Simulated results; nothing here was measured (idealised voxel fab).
Name of the process module below: voxel transistor to metal
Square cells of 5 nm make up the cross-section cut, whose width is 190 nm.
A cross-section is a grid of square cells, given in bands from the top down. A band is one or more rows of cells. This entry defines a band. It first specifies the height of the band's top and the height of its bottom in nm, and then specifies the band's materials from left to right, stating each material with its width in nm. The word "everywhere" identifies a single material that fills the band from edge to edge, while the word "empty" identifies empty space. The level at which height equals 0 is the one under which the wafer, as it arrives, is entirely one material. No lower edge exists for the bottom band, which continues downward and is notated as in "0..down". Graded width ("30..40"): value in top row of band = first number; value in bottom row = second number; row-to-row change constant. "everything unchanged" (step): cross-section cells unchanged, all of them. "Sealed void listing" means: voids of 8 cells or more that are shut off from the top with no open way through. Written width x height at distance, distance from the left edge, in nm. It should be noted that, on the line of a given step, the content following the step's settings is a remark produced by the simulator itself with respect to that step. Steps that use a mask can have "overlay nm" on their line. It says how far the mask sat to the right of where it was meant to be. Negative means to the left. Each pair of cross-sections that follows straddles one process step: the one shows the state before the step, the other the state after it, down to the lowest band that changed and no further. The step in question, and its settings, are given under the pair. Note that a pair is not necessarily a continuation of the pair above it, since pairs can come from different runs of this module on the same starting wafer; it is a continuation only where its entry headed "Pre-process cross-section" says so.

-- Pre-process cross-section
* 0..down | Si everywhere
* Sealed void listing: none

-- Post-Process Section
* 0..-5 | SiO2 everywhere
* Everything under -5 stays put, no change at all.
* Sealed void listing: none
The structure goes from the before cross-section above to the after cross-section through OXIDIZE, depth nm 5

Pre-process cross-section: It is represented by the cross-section appearing after the step of the pair directly above.

-- Post-Process Section
* 15..0 | SiN everywhere
* Everything under 0 stays put, no change at all.
* Sealed void listing: none
The structure goes from the before cross-section above to the after cross-section through CONFORMAL_DEP, material SiN, thk nm 15

Pre-process cross-section: It is represented by the cross-section appearing after the step of the pair directly above.

-- Post-Process Section
* 35..15 | 35 empty, then 115 resist, then 40 empty
* Everything under 15 stays put, no change at all.
* Sealed void listing: none
The structure goes from the before cross-section above to the after cross-section through PATTERN, tone cover, mask id ACTIVE, material resist, width nm 115, thk nm 20, overlay nm 0

Pre-process cross-section: It is represented by the cross-section appearing after the step of the pair directly above.

-- Post-Process Section
* 35..15 | 35 empty, then 115 resist, then 40 empty
* 15..0 | 35 empty, then 115 SiN, then 40 empty
* Everything under 0 stays put, no change at all.
* Sealed void listing: none
The structure goes from the before cross-section above to the after cross-section through DIRECTIONAL_ETCH, etch materials SiN, depth nm 15

Pre-process cross-section: It is represented by the cross-section appearing after the step of the pair directly above.

-- Post-Process Section
* 35..15 | 35 empty, then 115 resist, then 40 empty
* 15..0 | 35 empty, then 115 SiN, then 40 empty
* 0..-5 | 35 empty, then 115 SiO2, then 40 empty
* Everything under -5 stays put, no change at all.
* Sealed void listing: none
The structure goes from the before cross-section above to the after cross-section through DIRECTIONAL_ETCH, etch materials SiO2, depth nm 5

Pre-process cross-section: It is represented by the cross-section appearing after the step of the pair directly above.

-- Post-Process Section
* 35..15 | 35 empty, then 115 resist, then 40 empty
* 15..0 | 35 empty, then 115 SiN, then 40 empty
* 0..-5 | 35 empty, then 115 SiO2, then 40 empty
* -5..-35 | 35 empty, then 115 Si, then 40 empty
* Everything under -35 stays put, no change at all.
* Sealed void listing: none
The structure goes from the before cross-section above to the after cross-section through DIRECTIONAL_ETCH, etch materials Si, depth nm 30

Pre-process cross-section: It is represented by the cross-section appearing after the step of the pair directly above.

-- Post-Process Section
* 15..0 | 35 empty, then 115 SiN, then 40 empty
* Everything under 0 stays put, no change at all.
* Sealed void listing: none
The structure goes from the before cross-section above to the after cross-section through STRIP, etch materials resist

Pre-process cross-section: It is represented by the cross-section appearing after the step of the pair directly above.

-- Post-Process Section
* 25..15 | SiO2 everywhere
* 15..0 | 35 SiO2, then 115 SiN, then 40 SiO2
* 0..-5 | SiO2 everywhere
* -5..-35 | 35 SiO2, then 115 Si, then 40 SiO2
* Everything under -35 stays put, no change at all.
* Sealed void listing: none
The structure goes from the before cross-section above to the after cross-section through FILL_DEP, material SiO2, thk nm 10

Pre-process cross-section: It is represented by the cross-section appearing after the step of the pair directly above.

-- Post-Process Section
* 15..0 | 35 SiO2, then 115 SiN, then 40 SiO2
* Everything under 0 stays put, no change at all.
* Sealed void listing: none
The structure goes from the before cross-section above to the after cross-section through CMP, height nm 15

Pre-process cross-section: It is represented by the cross-section appearing after the step of the pair directly above.

-- Post-Process Section
* 15..0 | 35 empty, then 115 SiN, then 40 empty
* Everything under 0 stays put, no change at all.
* Sealed void listing: none
The structure goes from the before cross-section above to the after cross-section through SELECTIVE_ETCH, etch materials SiO2, depth nm 15

Pre-process cross-section: It is represented by the cross-section appearing after the step of the pair directly above.

-- Post-Process Section
* 0..-5 | SiO2 everywhere
* Everything under -5 stays put, no change at all.
* Sealed void listing: none
The structure goes from the before cross-section above to the after cross-section through STRIP, etch materials SiN

Pre-process cross-section: It is represented by the cross-section appearing after the step of the pair directly above.

-- Post-Process Section
* -5..-35 | 35 SiO2, then 115 Si, then 40 SiO2
* Everything under -35 stays put, no change at all.
* Sealed void listing: none
The structure goes from the before cross-section above to the after cross-section through SELECTIVE_ETCH, etch materials SiO2, depth nm 5

Pre-process cross-section: It is represented by the cross-section appearing after the step of the pair directly above.

-- Post-Process Section
* -5..-10 | SiO2 everywhere
* Everything under -10 stays put, no change at all.
* Sealed void listing: none
The structure goes from the before cross-section above to the after cross-section through OXIDIZE, depth nm 5

Pre-process cross-section: It is represented by the cross-section appearing after the step of the pair directly above.

-- Post-Process Section
* 20..-5 | polySi everywhere
* Everything under -5 stays put, no change at all.
* Sealed void listing: none
The structure goes from the before cross-section above to the after cross-section through DIRECTIONAL_DEP, material polySi, thk nm 25

Pre-process cross-section: It is represented by the cross-section appearing after the step of the pair directly above.

-- Post-Process Section
* 30..20 | SiCN everywhere
* Everything under 20 stays put, no change at all.
* Sealed void listing: none
The structure goes from the before cross-section above to the after cross-section through DIRECTIONAL_DEP, material SiCN, thk nm 10

Pre-process cross-section: It is represented by the cross-section appearing after the step of the pair directly above.

-- Post-Process Section
* 30..20 | 80 empty, then 25 SiCN, then 85 empty
* Everything under 20 stays put, no change at all.
* Sealed void listing: none
The structure goes from the before cross-section above to the after cross-section through MASKED_ETCH, tone cover, mask id GATE, width nm 25, etch materials SiCN, depth nm 20, overlay nm 0

Pre-process cross-section: It is represented by the cross-section appearing after the step of the pair directly above.

-- Post-Process Section
* 30..20 | 80 empty, then 25 SiCN, then 85 empty
* 20..-5 | 80 empty, then 25 polySi, then 85 empty
* Everything under -5 stays put, no change at all.
* Sealed void listing: none
The structure goes from the before cross-section above to the after cross-section through MASKED_ETCH, tone cover, mask id GATE, width nm 25, etch materials polySi, depth nm 35, overlay nm 0

Pre-process cross-section: It is represented by the cross-section appearing after the step of the pair directly above.

-- Post-Process Section
* 35..30 | 75 empty, then 35 SiO2, then 80 empty
* 30..20 | 75 empty, then 5 SiO2, then 25 SiCN, then 5 SiO2, then 80 empty
* 20..0 | 75 empty, then 5 SiO2, then 25 polySi, then 5 SiO2, then 80 empty
* 0..-5 | 80 SiO2, then 25 polySi, then 85 SiO2
* Everything under -5 stays put, no change at all.
* Sealed void listing: none
The structure goes from the before cross-section above to the after cross-section through CONFORMAL_DEP, material SiO2, thk nm 5

Pre-process cross-section: It is represented by the cross-section appearing after the step of the pair directly above.

-- Post-Process Section
* 30..20 | 75 empty, then 5 SiO2, then 25 SiCN, then 5 SiO2, then 80 empty
* 20..-5 | 75 empty, then 5 SiO2, then 25 polySi, then 5 SiO2, then 80 empty
* Everything under -5 stays put, no change at all.
* Sealed void listing: none
The structure goes from the before cross-section above to the after cross-section through DIRECTIONAL_ETCH, etch materials SiO2, depth nm 5

Pre-process cross-section: It is represented by the cross-section appearing after the step of the pair directly above.

-- Post-Process Section
* 40..30 | 65 empty, then 55 SiN, then 70 empty
* 30..20 | 65 empty, then 10 SiN, then 5 SiO2, then 25 SiCN, then 5 SiO2, then 10 SiN, then 70 empty
* 20..5 | 65 empty, then 10 SiN, then 5 SiO2, then 25 polySi, then 5 SiO2, then 10 SiN, then 70 empty
* 5..-5 | 75 SiN, then 5 SiO2, then 25 polySi, then 5 SiO2, then 80 SiN
* Everything under -5 stays put, no change at all.
* Sealed void listing: none
The structure goes from the before cross-section above to the after cross-section through CONFORMAL_DEP, material SiN, thk nm 10

Pre-process cross-section: It is represented by the cross-section appearing after the step of the pair directly above.

-- Post-Process Section
* 30..20 | 65 empty, then 10 SiN, then 5 SiO2, then 25 SiCN, then 5 SiO2, then 10 SiN, then 70 empty
* 20..-5 | 65 empty, then 10 SiN, then 5 SiO2, then 25 polySi, then 5 SiO2, then 10 SiN, then 70 empty
* Everything under -5 stays put, no change at all.
* Sealed void listing: none
The structure goes from the before cross-section above to the after cross-section through DIRECTIONAL_ETCH, etch materials SiN, depth nm 10

Pre-process cross-section: It is represented by the cross-section appearing after the step of the pair directly above.

-- Post-Process Section
* 30..25 | 65 empty, then 10 SiN, then 5 empty, then 25 SiCN, then 5 empty, then 10 SiN, then 70 empty
* 25..20 | 65 empty, then 10 SiN, then 5 SiO2, then 25 SiCN, then 5 SiO2, then 10 SiN, then 70 empty
* 20..-5 | 65 empty, then 10 SiN, then 5 SiO2, then 25 polySi, then 5 SiO2, then 10 SiN, then 70 empty
* -5..-10 | 65 empty, then 55 SiO2, then 70 empty
* Everything under -10 stays put, no change at all.
* Sealed void listing: none
The structure goes from the before cross-section above to the after cross-section through DIRECTIONAL_ETCH, etch materials SiO2, depth nm 5

Pre-process cross-section: It is represented by the cross-section appearing after the step of the pair directly above.

-- Post-Process Section
* 30..25 | 65 empty, then 10 SiN, then 5 empty, then 25 SiCN, then 5 empty, then 10 SiN, then 70 empty
* 25..20 | 65 empty, then 10 SiN, then 5 SiO2, then 25 SiCN, then 5 SiO2, then 10 SiN, then 70 empty
* 20..-5 | 65 empty, then 10 SiN, then 5 SiO2, then 25 polySi, then 5 SiO2, then 10 SiN, then 70 empty
* -5..-10 | 30 empty, then 35 pSi, then 55 SiO2, then 35 pSi, then 35 empty
* Everything under -10 stays put, no change at all.
* Sealed void listing: none
The structure goes from the before cross-section above to the after cross-section through EPI, material pSi, thk nm 5

Pre-process cross-section: It is represented by the cross-section appearing after the step of the pair directly above.

-- Post-Process Section
* 40..30 | SiO2 everywhere
* 30..20 | 65 SiO2, then 10 SiN, then 5 SiO2, then 25 SiCN, then 5 SiO2, then 10 SiN, then 70 SiO2
* 20..-5 | 65 SiO2, then 10 SiN, then 5 SiO2, then 25 polySi, then 5 SiO2, then 10 SiN, then 70 SiO2
* -5..-10 | 30 SiO2, then 35 pSi, then 55 SiO2, then 35 pSi, then 35 SiO2
* Everything under -10 stays put, no change at all.
* Sealed void listing: none
The structure goes from the before cross-section above to the after cross-section through FILL_DEP, material SiO2, thk nm 10

Pre-process cross-section: It is represented by the cross-section appearing after the step of the pair directly above.

-- Post-Process Section
* 20..-5 | 65 SiO2, then 10 SiN, then 5 SiO2, then 25 polySi, then 5 SiO2, then 10 SiN, then 70 SiO2
* Everything under -5 stays put, no change at all.
* Sealed void listing: none
The structure goes from the before cross-section above to the after cross-section through CMP, height nm 20

Pre-process cross-section: It is represented by the cross-section appearing after the step of the pair directly above.

-- Post-Process Section
* 20..-5 | 65 SiO2, then 10 SiN, then 5 SiO2, then 25 empty, then 5 SiO2, then 10 SiN, then 70 SiO2
* Everything under -5 stays put, no change at all.
* Sealed void listing: none
The structure goes from the before cross-section above to the after cross-section through STRIP, etch materials polySi

Pre-process cross-section: It is represented by the cross-section appearing after the step of the pair directly above.

-- Post-Process Section
* 20..15 | 65 empty, then 10 SiN, then 35 empty, then 10 SiN, then 70 empty
* 15..-5 | 65 SiO2, then 10 SiN, then 35 empty, then 10 SiN, then 70 SiO2
* -5..-10 | 30 SiO2, then 35 pSi, then 10 SiO2, then 35 empty, then 10 SiO2, then 35 pSi, then 35 SiO2
* Everything under -10 stays put, no change at all.
* Sealed void listing: none
The structure goes from the before cross-section above to the after cross-section through SELECTIVE_ETCH, etch materials SiO2, depth nm 5

Pre-process cross-section: It is represented by the cross-section appearing after the step of the pair directly above.

-- Post-Process Section
* 25..20 | 60 empty, then 20 HfO2, then 25 empty, then 20 HfO2, then 65 empty
* 20..15 | 65 HfO2, then 10 SiN, then 5 HfO2, then 25 empty, then 5 HfO2, then 10 SiN, then 70 HfO2
* 15..-5 | 65 SiO2, then 10 SiN, then 5 HfO2, then 25 empty, then 5 HfO2, then 10 SiN, then 70 SiO2
* -5..-10 | 30 SiO2, then 35 pSi, then 10 SiO2, then 35 HfO2, then 10 SiO2, then 35 pSi, then 35 SiO2
* Everything under -10 stays put, no change at all.
* Sealed void listing: none
The structure goes from the before cross-section above to the after cross-section through CONFORMAL_DEP, material HfO2, thk nm 5

Pre-process cross-section: It is represented by the cross-section appearing after the step of the pair directly above.

-- Post-Process Section
* 30..25 | 55 empty, then 30 TiN, then 15 empty, then 30 TiN, then 60 empty
* 25..20 | 60 TiN, then 20 HfO2, then 5 TiN, then 15 empty, then 5 TiN, then 20 HfO2, then 65 TiN
* 20..15 | 65 HfO2, then 10 SiN, then 5 HfO2, then 5 TiN, then 15 empty, then 5 TiN, then 5 HfO2, then 10 SiN, then 70 HfO2
* 15..0 | 65 SiO2, then 10 SiN, then 5 HfO2, then 5 TiN, then 15 empty, then 5 TiN, then 5 HfO2, then 10 SiN, then 70 SiO2
* 0..-5 | 65 SiO2, then 10 SiN, then 5 HfO2, then 25 TiN, then 5 HfO2, then 10 SiN, then 70 SiO2
* Everything under -5 stays put, no change at all.
* Sealed void listing: none
The structure goes from the before cross-section above to the after cross-section through CONFORMAL_DEP, material TiN, thk nm 5

Pre-process cross-section: It is represented by the cross-section appearing after the step of the pair directly above.

-- Post-Process Section
* 40..30 | W everywhere
* 30..25 | 55 W, then 30 TiN, then 15 W, then 30 TiN, then 60 W
* 25..20 | 60 TiN, then 20 HfO2, then 5 TiN, then 15 W, then 5 TiN, then 20 HfO2, then 65 TiN
* 20..15 | 65 HfO2, then 10 SiN, then 5 HfO2, then 5 TiN, then 15 W, then 5 TiN, then 5 HfO2, then 10 SiN, then 70 HfO2
* 15..0 | 65 SiO2, then 10 SiN, then 5 HfO2, then 5 TiN, then 15 W, then 5 TiN, then 5 HfO2, then 10 SiN, then 70 SiO2
* Everything under 0 stays put, no change at all.
* Sealed void listing: none
The structure goes from the before cross-section above to the after cross-section through FILL_DEP, material W, thk nm 10

Pre-process cross-section: It is represented by the cross-section appearing after the step of the pair directly above.

-- Post-Process Section
* 15..0 | 65 SiO2, then 10 SiN, then 5 HfO2, then 5 TiN, then 15 W, then 5 TiN, then 5 HfO2, then 10 SiN, then 70 SiO2
* Everything under 0 stays put, no change at all.
* Sealed void listing: none
The structure goes from the before cross-section above to the after cross-section through CMP, height nm 15

Pre-process cross-section: It is represented by the cross-section appearing after the step of the pair directly above.

-- Post-Process Section
* 30..15 | SiO2 everywhere
* Everything under 15 stays put, no change at all.
* Sealed void listing: none
The structure goes from the before cross-section above to the after cross-section through DIRECTIONAL_DEP, material SiO2, thk nm 15

Pre-process cross-section: It is represented by the cross-section appearing after the step of the pair directly above.

-- Post-Process Section
* 45..30 | 45 resist, then 15 empty, then 65 resist, then 15 empty, then 50 resist
* Everything under 30 stays put, no change at all.
* Sealed void listing: none
The structure goes from the before cross-section above to the after cross-section through PATTERN, tone open, mask id CONTACT, material resist, width nm 15, pitch nm 80, thk nm 15, overlay nm 0

Pre-process cross-section: It is represented by the cross-section appearing after the step of the pair directly above.

-- Post-Process Section
* 45..30 | 45 resist, then 15 empty, then 65 resist, then 15 empty, then 50 resist
* 30..15 | 45 SiO2, then 15 empty, then 65 SiO2, then 15 empty, then 50 SiO2
* 15..0 | 45 SiO2, then 15 empty, then 5 SiO2, then 10 SiN, then 5 HfO2, then 5 TiN, then 15 W, then 5 TiN, then 5 HfO2, then 10 SiN, then 5 SiO2, then 15 empty, then 50 SiO2
* 0..-5 | 45 SiO2, then 15 empty, then 5 SiO2, then 10 SiN, then 5 HfO2, then 25 TiN, then 5 HfO2, then 10 SiN, then 5 SiO2, then 15 empty, then 50 SiO2
* Everything under -5 stays put, no change at all.
* Sealed void listing: none
The structure goes from the before cross-section above to the after cross-section through DIRECTIONAL_ETCH, etch materials SiO2, depth nm 35

Pre-process cross-section: It is represented by the cross-section appearing after the step of the pair directly above.

-- Post-Process Section
* 30..15 | 45 SiO2, then 15 empty, then 65 SiO2, then 15 empty, then 50 SiO2
* Everything under 15 stays put, no change at all.
* Sealed void listing: none
The structure goes from the before cross-section above to the after cross-section through STRIP, etch materials resist

Pre-process cross-section: It is represented by the cross-section appearing after the step of the pair directly above.

-- Post-Process Section
* 35..30 | 50 TiN, then 5 empty, then 75 TiN, then 5 empty, then 55 TiN
* 30..15 | 45 SiO2, then 5 TiN, then 5 empty, then 5 TiN, then 65 SiO2, then 5 TiN, then 5 empty, then 5 TiN, then 50 SiO2
* 15..0 | 45 SiO2, then 5 TiN, then 5 empty, then 5 TiN, then 5 SiO2, then 10 SiN, then 5 HfO2, then 5 TiN, then 15 W, then 5 TiN, then 5 HfO2, then 10 SiN, then 5 SiO2, then 5 TiN, then 5 empty, then 5 TiN, then 50 SiO2
* 0..-5 | 45 SiO2, then 15 TiN, then 5 SiO2, then 10 SiN, then 5 HfO2, then 25 TiN, then 5 HfO2, then 10 SiN, then 5 SiO2, then 15 TiN, then 50 SiO2
* Everything under -5 stays put, no change at all.
* Sealed void listing: none
The structure goes from the before cross-section above to the after cross-section through CONFORMAL_DEP, material TiN, thk nm 5

Pre-process cross-section: It is represented by the cross-section appearing after the step of the pair directly above.

-- Post-Process Section
* 45..35 | Ru everywhere
* 35..30 | 50 TiN, then 5 Ru, then 75 TiN, then 5 Ru, then 55 TiN
* 30..15 | 45 SiO2, then 5 TiN, then 5 Ru, then 5 TiN, then 65 SiO2, then 5 TiN, then 5 Ru, then 5 TiN, then 50 SiO2
* 15..0 | 45 SiO2, then 5 TiN, then 5 Ru, then 5 TiN, then 5 SiO2, then 10 SiN, then 5 HfO2, then 5 TiN, then 15 W, then 5 TiN, then 5 HfO2, then 10 SiN, then 5 SiO2, then 5 TiN, then 5 Ru, then 5 TiN, then 50 SiO2
* Everything under 0 stays put, no change at all.
* Sealed void listing: none
The structure goes from the before cross-section above to the after cross-section through FILL_DEP, material Ru, thk nm 10

Pre-process cross-section: It is represented by the cross-section appearing after the step of the pair directly above.

-- Post-Process Section
* 30..15 | 45 SiO2, then 5 TiN, then 5 Ru, then 5 TiN, then 65 SiO2, then 5 TiN, then 5 Ru, then 5 TiN, then 50 SiO2
* Everything under 15 stays put, no change at all.
* Sealed void listing: none
The structure goes from the before cross-section above to the after cross-section through CMP, height nm 30

Pre-process cross-section: It is represented by the cross-section appearing after the step of the pair directly above.

-- Post-Process Section
* 35..30 | TiN everywhere
* Everything under 30 stays put, no change at all.
* Sealed void listing: none
The structure goes from the before cross-section above to the after cross-section through DIRECTIONAL_DEP, material TiN, thk nm 5

Pre-process cross-section: It is represented by the cross-section appearing after the step of the pair directly above.

-- Post-Process Section
* 50..35 | W everywhere
* Everything under 35 stays put, no change at all.
* Sealed void listing: none
The structure goes from the before cross-section above to the after cross-section through DIRECTIONAL_DEP, material W, thk nm 15

Pre-process cross-section: It is represented by the cross-section appearing after the step of the pair directly above.

-- Post-Process Section
* 50..35 | 45 empty, then 15 W, then 65 empty, then 15 W, then 50 empty
* Everything under 35 stays put, no change at all.
* Sealed void listing: none
The structure goes from the before cross-section above to the after cross-section through MASKED_ETCH, tone cover, mask id METAL_1, width nm 15, pitch nm 80, etch materials W, depth nm 15, overlay nm 0

Pre-process cross-section: It is represented by the cross-section appearing after the step of the pair directly above.

-- Post-Process Section
* 50..35 | 45 empty, then 15 W, then 65 empty, then 15 W, then 50 empty
* 35..30 | 45 empty, then 15 TiN, then 65 empty, then 15 TiN, then 50 empty
* Everything under 30 stays put, no change at all.
* Sealed void listing: none
The structure goes from the before cross-section above to the after cross-section through MASKED_ETCH, tone cover, mask id METAL_1, width nm 15, pitch nm 80, etch materials TiN, depth nm 5, overlay nm 0

Pre-process cross-section: It is represented by the cross-section appearing after the step of the pair directly above.

-- Post-Process Section
* 55..50 | 40 empty, then 25 SiCN, then 55 empty, then 25 SiCN, then 45 empty
* 50..35 | 40 empty, then 5 SiCN, then 15 W, then 5 SiCN, then 55 empty, then 5 SiCN, then 15 W, then 5 SiCN, then 45 empty
* 35..30 | 45 SiCN, then 15 TiN, then 65 SiCN, then 15 TiN, then 50 SiCN
* Everything under 30 stays put, no change at all.
* Sealed void listing: none
The structure goes from the before cross-section above to the after cross-section through CONFORMAL_DEP, material SiCN, thk nm 5

Pre-process cross-section: It is represented by the cross-section appearing after the step of the pair directly above.

-- Post-Process Section
* 60..55 | lowk everywhere
* 55..50 | 40 lowk, then 25 SiCN, then 55 lowk, then 25 SiCN, then 45 lowk
* 50..35 | 40 lowk, then 5 SiCN, then 15 W, then 5 SiCN, then 55 lowk, then 5 SiCN, then 15 W, then 5 SiCN, then 45 lowk
* Everything under 35 stays put, no change at all.
* Sealed void listing: none
The structure goes from the before cross-section above to the after cross-section through FILL_DEP, material lowk, thk nm 5

Pre-process cross-section: It is represented by the cross-section appearing after the step of the pair directly above.

-- Post-Process Section
* 50..35 | 40 lowk, then 5 SiCN, then 15 W, then 5 SiCN, then 55 lowk, then 5 SiCN, then 15 W, then 5 SiCN, then 45 lowk
* Everything under 35 stays put, no change at all.
* Sealed void listing: none
The structure goes from the before cross-section above to the after cross-section through CMP, height nm 50

Pre-process cross-section: It is represented by the cross-section appearing after the step of the pair directly above.

-- Post-Process Section
* 55..50 | SiCN everywhere
* Everything under 50 stays put, no change at all.
* Sealed void listing: none
The structure goes from the before cross-section above to the after cross-section through CONFORMAL_DEP, material SiCN, thk nm 5

Pre-process cross-section: It is represented by the cross-section appearing after the step of the pair directly above.

-- Post-Process Section
* 85..55 | SiO2 everywhere
* Everything under 55 stays put, no change at all.
* Sealed void listing: none
The structure goes from the before cross-section above to the after cross-section through DIRECTIONAL_DEP, material SiO2, thk nm 30

Pre-process cross-section: It is represented by the cross-section appearing after the step of the pair directly above.

-- Post-Process Section
* 100..85 | aC everywhere
* Everything under 85 stays put, no change at all.
* Sealed void listing: none
The structure goes from the before cross-section above to the after cross-section through DIRECTIONAL_DEP, material aC, thk nm 15

Pre-process cross-section: It is represented by the cross-section appearing after the step of the pair directly above.

-- Post-Process Section
* 130..100 | 45 resist, then 15 empty, then 65 resist, then 15 empty, then 50 resist
* Everything under 100 stays put, no change at all.
* Sealed void listing: none
The structure goes from the before cross-section above to the after cross-section through PATTERN, tone open, mask id METAL_2, material resist, width nm 15, pitch nm 80, thk nm 30, overlay nm 0

Pre-process cross-section: It is represented by the cross-section appearing after the step of the pair directly above.

-- Post-Process Section
* 115..100 | 45 resist, then 15 empty, then 65 resist, then 15 empty, then 50 resist
* 100..85 | 45 aC, then 15 empty, then 65 aC, then 15 empty, then 50 aC
* Everything under 85 stays put, no change at all.
* Sealed void listing: none
The structure goes from the before cross-section above to the after cross-section through DIRECTIONAL_ETCH, etch materials aC, depth nm 15

Pre-process cross-section: It is represented by the cross-section appearing after the step of the pair directly above.

-- Post-Process Section
* 100..85 | 45 aC, then 15 empty, then 65 aC, then 15 empty, then 50 aC
* Everything under 85 stays put, no change at all.
* Sealed void listing: none
The structure goes from the before cross-section above to the after cross-section through STRIP, etch materials resist

Pre-process cross-section: It is represented by the cross-section appearing after the step of the pair directly above.

-- Post-Process Section
* 100..85 | 45 aC, then 15 empty, then 65 aC, then 15 empty, then 50 aC
* 85..70 | 45 SiO2, then 15 empty, then 65 SiO2, then 15 empty, then 50 SiO2
* Everything under 70 stays put, no change at all.
* Sealed void listing: none
The structure goes from the before cross-section above to the after cross-section through DIRECTIONAL_ETCH, etch materials SiO2, depth nm 15

Pre-process cross-section: It is represented by the cross-section appearing after the step of the pair directly above.

-- Post-Process Section
* 85..70 | 45 SiO2, then 15 empty, then 65 SiO2, then 15 empty, then 50 SiO2
* Everything under 70 stays put, no change at all.
* Sealed void listing: none
The structure goes from the before cross-section above to the after cross-section through STRIP, etch materials aC

Pre-process cross-section: It is represented by the cross-section appearing after the step of the pair directly above.

-- Post-Process Section
* 100..85 | 45 resist, then 15 empty, then 65 resist, then 15 empty, then 50 resist
* Everything under 85 stays put, no change at all.
* Sealed void listing: none
The structure goes from the before cross-section above to the after cross-section through PATTERN, tone open, mask id METAL_2_HOLES, material resist, width nm 15, pitch nm 80, thk nm 15, overlay nm 0

Pre-process cross-section: It is represented by the cross-section appearing after the step of the pair directly above.

-- Post-Process Section
* 100..85 | 45 resist, then 15 empty, then 65 resist, then 15 empty, then 50 resist
* 85..55 | 45 SiO2, then 15 empty, then 65 SiO2, then 15 empty, then 50 SiO2
* Everything under 55 stays put, no change at all.
* Sealed void listing: none
The structure goes from the before cross-section above to the after cross-section through DIRECTIONAL_ETCH, etch materials SiO2, depth nm 15

Pre-process cross-section: It is represented by the cross-section appearing after the step of the pair directly above.

-- Post-Process Section
* 100..85 | 45 resist, then 15 empty, then 65 resist, then 15 empty, then 50 resist
* 85..55 | 45 SiO2, then 15 empty, then 65 SiO2, then 15 empty, then 50 SiO2
* 55..50 | 45 SiCN, then 15 empty, then 65 SiCN, then 15 empty, then 50 SiCN
* Everything under 50 stays put, no change at all.
* Sealed void listing: none
The structure goes from the before cross-section above to the after cross-section through DIRECTIONAL_ETCH, etch materials SiCN, depth nm 5

Pre-process cross-section: It is represented by the cross-section appearing after the step of the pair directly above.

-- Post-Process Section
* 85..55 | 45 SiO2, then 15 empty, then 65 SiO2, then 15 empty, then 50 SiO2
* Everything under 55 stays put, no change at all.
* Sealed void listing: none
The structure goes from the before cross-section above to the after cross-section through STRIP, etch materials resist

Pre-process cross-section: It is represented by the cross-section appearing after the step of the pair directly above.

-- Post-Process Section
* 90..85 | 50 TiN, then 5 empty, then 75 TiN, then 5 empty, then 55 TiN
* 85..55 | 45 SiO2, then 5 TiN, then 5 empty, then 5 TiN, then 65 SiO2, then 5 TiN, then 5 empty, then 5 TiN, then 50 SiO2
* 55..50 | 45 SiCN, then 15 TiN, then 65 SiCN, then 15 TiN, then 50 SiCN
* Everything under 50 stays put, no change at all.
* Sealed void listing: none
The structure goes from the before cross-section above to the after cross-section through CONFORMAL_DEP, material TiN, thk nm 5

Pre-process cross-section: It is represented by the cross-section appearing after the step of the pair directly above.

-- Post-Process Section
* 95..90 | Cu everywhere
* 90..85 | 50 TiN, then 5 Cu, then 75 TiN, then 5 Cu, then 55 TiN
* 85..55 | 45 SiO2, then 5 TiN, then 5 Cu, then 5 TiN, then 65 SiO2, then 5 TiN, then 5 Cu, then 5 TiN, then 50 SiO2
* Everything under 55 stays put, no change at all.
* Sealed void listing: none
The structure goes from the before cross-section above to the after cross-section through FILL_DEP, material Cu, thk nm 5

Pre-process cross-section: It is represented by the cross-section appearing after the step of the pair directly above.

-- Post-Process Section
* 85..55 | 45 SiO2, then 5 TiN, then 5 Cu, then 5 TiN, then 65 SiO2, then 5 TiN, then 5 Cu, then 5 TiN, then 50 SiO2
* Everything under 55 stays put, no change at all.
* Sealed void listing: none
The structure goes from the before cross-section above to the after cross-section through CMP, height nm 85

Pre-process cross-section: It is represented by the cross-section appearing after the step of the pair directly above.

-- Post-Process Section
* 90..85 | SiN everywhere
* Everything under 85 stays put, no change at all.
* Sealed void listing: none
The structure goes from the before cross-section above to the after cross-section through CONFORMAL_DEP, material SiN, thk nm 5

-- Pre-process cross-section
* 40..30 | W everywhere
* 30..25 | 55 W, then 30 TiN, then 15 W, then 30 TiN, then 60 W
* 25..20 | 60 TiN, then 20 HfO2, then 5 TiN, then 15 W, then 5 TiN, then 20 HfO2, then 65 TiN
* 20..15 | 65 HfO2, then 10 SiN, then 5 HfO2, then 5 TiN, then 15 W, then 5 TiN, then 5 HfO2, then 10 SiN, then 70 HfO2
* 15..0 | 65 SiO2, then 10 SiN, then 5 HfO2, then 5 TiN, then 15 W, then 5 TiN, then 5 HfO2, then 10 SiN, then 70 SiO2
* 0..-5 | 65 SiO2, then 10 SiN, then 5 HfO2, then 25 TiN, then 5 HfO2, then 10 SiN, then 70 SiO2
* -5..-10 | 30 SiO2, then 35 pSi, then 10 SiO2, then 35 HfO2, then 10 SiO2, then 35 pSi, then 35 SiO2
* -10..-35 | 35 SiO2, then 115 Si, then 40 SiO2
* -35..down | Si everywhere
* Sealed void listing: none

-- Post-Process Section
* 55..40 | SiO2 everywhere
* Everything under 40 stays put, no change at all.
* Sealed void listing: none
The structure goes from the before cross-section above to the after cross-section through DIRECTIONAL_DEP, material SiO2, thk nm 15

Pre-process cross-section: It is represented by the cross-section appearing after the step of the pair directly above.

-- Post-Process Section
* 70..55 | 45 resist, then 15 empty, then 65 resist, then 15 empty, then 50 resist
* Everything under 55 stays put, no change at all.
* Sealed void listing: none
The structure goes from the before cross-section above to the after cross-section through PATTERN, tone open, mask id CONTACT, material resist, width nm 15, pitch nm 80, thk nm 15, overlay nm 0

Pre-process cross-section: It is represented by the cross-section appearing after the step of the pair directly above.

-- Post-Process Section
* 70..55 | 45 resist, then 15 empty, then 65 resist, then 15 empty, then 50 resist
* 55..40 | 45 SiO2, then 15 empty, then 65 SiO2, then 15 empty, then 50 SiO2
* Everything under 40 stays put, no change at all.
* Sealed void listing: none
The structure goes from the before cross-section above to the after cross-section through DIRECTIONAL_ETCH, etch materials SiO2, depth nm 35

Pre-process cross-section: It is represented by the cross-section appearing after the step of the pair directly above.

-- Post-Process Section
* 55..40 | 45 SiO2, then 15 empty, then 65 SiO2, then 15 empty, then 50 SiO2
* Everything under 40 stays put, no change at all.
* Sealed void listing: none
The structure goes from the before cross-section above to the after cross-section through STRIP, etch materials resist
